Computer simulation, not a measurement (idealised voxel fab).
Name of the process module below: voxel capacitor over wiring
It is cross-section cut that appears here, measuring 200 nm in width, its square cells being 5 nm in size.
Heads up, the way a cross-section reads in here is a grid of square cells, handed over as bands from the top down, with every band being one or more rows of cells. Basically the band line says how high the top is and how high the bottom is, in nm, and then what's in it from left to right, every material with its width in nm. Empty space shows up as "air", and if a single material carries "everywhere" it runs the full band edge to edge. The level at which height equals 0 is the one under which the wafer, as it arrives, is entirely one material. No lower edge exists for the bottom band, which continues downward and is notated as in "0 down". Per-row width for "30 to 40": begins at first number (top row of band), ends at second number (bottom row), increment between rows held constant. It should be understood that the words "everything unchanged", when stated for a given step, signify that the cross-section underwent no change in any of its cells during that step. This entry, "Catalogued sealed voids", enumerates those empty regions of no fewer than 8 cells that possess no open connection to the top. Each region is reported in the form width x height at distance, the distance being taken from the left edge, with all three quantities expressed in nm. Text after the settings on a step's line: the simulator's own remark on that step. Each step line may optionally specify "overlay nm", which for a step with a mask gives the rightward distance between the mask's planned place and where it lay, a negative value indicating the leftward direction. Everything after this point is organized in pairs: a cross-section before one process step, a cross-section after it that shows only as deep as the lowest changed band, and, under the pair, the intervening step with its settings. Because different runs of this module on the same starting wafer can supply different pairs, a pair continues from the pair above it only if its entry headed "Before-step section" says so.

Before-step section:
	100 to 85: 50 air  75 aC  75 air
	85 to 75: TiN everywhere
	75 to 70: SiN everywhere
	70 to 60: Ru everywhere
	60 to 45: 50 lowk  15 Ru  135 lowk
	45 to 40: 50 SiCN  15 Ru  135 SiCN
	40 to 20: 45 SiO2  20 Ru  70 SiO2  20 Ru  45 SiO2
	20 to 15: 45 SiO2  20 TiN  70 SiO2  20 TiN  45 SiO2
	15 to 0: SiO2 everywhere
	0 down: Si everywhere
	Catalogued sealed voids: none

Cross-Section Thereafter:
	100 to 85: 50 air  75 aC  75 air
	85 to 75: 50 air  75 TiN  75 air
	Rest of section, below 75: as before.
	Catalogued sealed voids: none
Step that separates the before view from the after view above: DIRECTIONAL_ETCH, etch materials TiN, depth nm 10

Before-step section: The pre-step condition corresponds to the post-step cross-section depicted in the pair directly above.

Cross-Section Thereafter:
	100 to 85: 50 air  75 aC  75 air
	85 to 75: 50 air  75 TiN  75 air
	75 to 70: 50 air  75 SiN  75 air
	Rest of section, below 70: as before.
	Catalogued sealed voids: none
Step that separates the before view from the after view above: DIRECTIONAL_ETCH, etch materials SiN, depth nm 5

Before-step section: The pre-step condition corresponds to the post-step cross-section depicted in the pair directly above.

Cross-Section Thereafter:
	85 to 75: 50 air  75 TiN  75 air
	Rest of section, below 75: as before.
	Catalogued sealed voids: none
Step that separates the before view from the after view above: STRIP, etch materials aC

Before-step section: The pre-step condition corresponds to the post-step cross-section depicted in the pair directly above.

Cross-Section Thereafter:
	105 to 85: SiO2 everywhere
	85 to 75: 50 SiO2  75 TiN  75 SiO2
	75 to 70: 50 SiO2  75 SiN  75 SiO2
	Rest of section, below 70: as before.
	Catalogued sealed voids: none
Step that separates the before view from the after view above: FILL_DEP, material SiO2, thk nm 20

Before-step section: The pre-step condition corresponds to the post-step cross-section depicted in the pair directly above.

Cross-Section Thereafter:
	100 to 85: SiO2 everywhere
	Rest of section, below 85: as before.
	Catalogued sealed voids: none
Step that separates the before view from the after view above: CMP, height nm 100

Before-step section: The pre-step condition corresponds to the post-step cross-section depicted in the pair directly above.

Cross-Section Thereafter:
	115 to 100: 60 resist  15 air  125 resist
	Rest of section, below 100: as before.
	Catalogued sealed voids: none
Step that separates the before view from the after view above: PATTERN, tone open, mask id PLUG_2, material resist, width nm 15, thk nm 15, overlay nm 0

Before-step section: The pre-step condition corresponds to the post-step cross-section depicted in the pair directly above.

Cross-Section Thereafter:
	115 to 100: 60 resist  15 air  125 resist
	100 to 85: 60 SiO2  15 air  125 SiO2
	Rest of section, below 85: as before.
	Catalogued sealed voids: none
Step that separates the before view from the after view above: DIRECTIONAL_ETCH, etch materials SiO2, depth nm 15

Before-step section: The pre-step condition corresponds to the post-step cross-section depicted in the pair directly above.

Cross-Section Thereafter:
	100 to 85: 60 SiO2  15 air  125 SiO2
	Rest of section, below 85: as before.
	Catalogued sealed voids: none
Step that separates the before view from the after view above: STRIP, etch materials resist

Before-step section: The pre-step condition corresponds to the post-step cross-section depicted in the pair directly above.

Cross-Section Thereafter:
	105 to 100: 65 TiN  5 air  130 TiN
	100 to 90: 60 SiO2  5 TiN  5 air  5 TiN  125 SiO2
	90 to 85: 60 SiO2  15 TiN  125 SiO2
	Rest of section, below 85: as before.
	Catalogued sealed voids: none
Step that separates the before view from the after view above: CONFORMAL_DEP, material TiN, thk nm 5

Before-step section: The pre-step condition corresponds to the post-step cross-section depicted in the pair directly above.

Cross-Section Thereafter:
	115 to 105: W everywhere
	105 to 100: 65 TiN  5 W  130 TiN
	100 to 90: 60 SiO2  5 TiN  5 W  5 TiN  125 SiO2
	Rest of section, below 90: as before.
	Catalogued sealed voids: none
Step that separates the before view from the after view above: FILL_DEP, material W, thk nm 10

Before-step section: The pre-step condition corresponds to the post-step cross-section depicted in the pair directly above.

Cross-Section Thereafter:
	100 to 90: 60 SiO2  5 TiN  5 W  5 TiN  125 SiO2
	Rest of section, below 90: as before.
	Catalogued sealed voids: none
Step that separates the before view from the after view above: CMP, height nm 100

Before-step section: The pre-step condition corresponds to the post-step cross-section depicted in the pair directly above.

Cross-Section Thereafter:
	105 to 100: SiCN everywhere
	Rest of section, below 100: as before.
	Catalogued sealed voids: none
Step that separates the before view from the after view above: CONFORMAL_DEP, material SiCN, thk nm 5

Before-step section:
	100 to 85: SiO2 everywhere
	85 to 75: 50 SiO2  75 TiN  75 SiO2
	75 to 70: 50 SiO2  75 SiN  75 SiO2
	70 to 60: 45 SiO2  85 TiN  70 SiO2
	60 to 45: 50 lowk  15 Ru  135 lowk
	45 to 40: 50 SiCN  15 Ru  135 SiCN
	40 to 20: 45 SiO2  20 Ru  70 SiO2  20 Ru  45 SiO2
	20 to 15: 45 SiO2  20 TiN  70 SiO2  20 TiN  45 SiO2
	15 to 0: SiO2 everywhere
	0 down: Si everywhere
	Catalogued sealed voids: none

Cross-Section Thereafter:
	115 to 100: 60 air  15 resist  125 air
	Rest of section, below 100: as before.
	Catalogued sealed voids: none
Step that separates the before view from the after view above: PATTERN, tone cover, mask id PLUG_2, material resist, width nm 15, thk nm 15, overlay nm 0

Before-step section: The pre-step condition corresponds to the post-step cross-section depicted in the pair directly above.

Cross-Section Thereafter:
	115 to 100: 60 air  15 resist  125 air
	100 to 85: 60 air  15 SiO2  125 air
	Rest of section, below 85: as before.
	Catalogued sealed voids: none
Step that separates the before view from the after view above: DIRECTIONAL_ETCH, etch materials SiO2, depth nm 15

Before-step section: The pre-step condition corresponds to the post-step cross-section depicted in the pair directly above.

Cross-Section Thereafter:
	100 to 85: 60 air  15 SiO2  125 air
	Rest of section, below 85: as before.
	Catalogued sealed voids: none
Step that separates the before view from the after view above: STRIP, etch materials resist

Before-step section: The pre-step condition corresponds to the post-step cross-section depicted in the pair directly above.

Cross-Section Thereafter:
	105 to 100: 55 air  25 TiN  120 air
	100 to 90: 55 air  5 TiN  15 SiO2  5 TiN  120 air
	90 to 85: 60 TiN  15 SiO2  125 TiN
	Rest of section, below 85: as before.
	Catalogued sealed voids: none
Step that separates the before view from the after view above: CONFORMAL_DEP, material TiN, thk nm 5

Before-step section: The pre-step condition corresponds to the post-step cross-section depicted in the pair directly above.

Cross-Section Thereafter:
	115 to 105: W everywhere
	105 to 100: 55 W  25 TiN  120 W
	100 to 90: 55 W  5 TiN  15 SiO2  5 TiN  120 W
	Rest of section, below 90: as before.
	Catalogued sealed voids: none
Step that separates the before view from the after view above: FILL_DEP, material W, thk nm 10

Before-step section: The pre-step condition corresponds to the post-step cross-section depicted in the pair directly above.

Cross-Section Thereafter:
	100 to 90: 55 W  5 TiN  15 SiO2  5 TiN  120 W
	Rest of section, below 90: as before.
	Catalogued sealed voids: none
Step that separates the before view from the after view above: CMP, height nm 100

Before-step section: The pre-step condition corresponds to the post-step cross-section depicted in the pair directly above.

Cross-Section Thereafter:
	105 to 100: SiCN everywhere
	Rest of section, below 100: as before.
	Catalogued sealed voids: none
Step that separates the before view from the after view above: CONFORMAL_DEP, material SiCN, thk nm 5
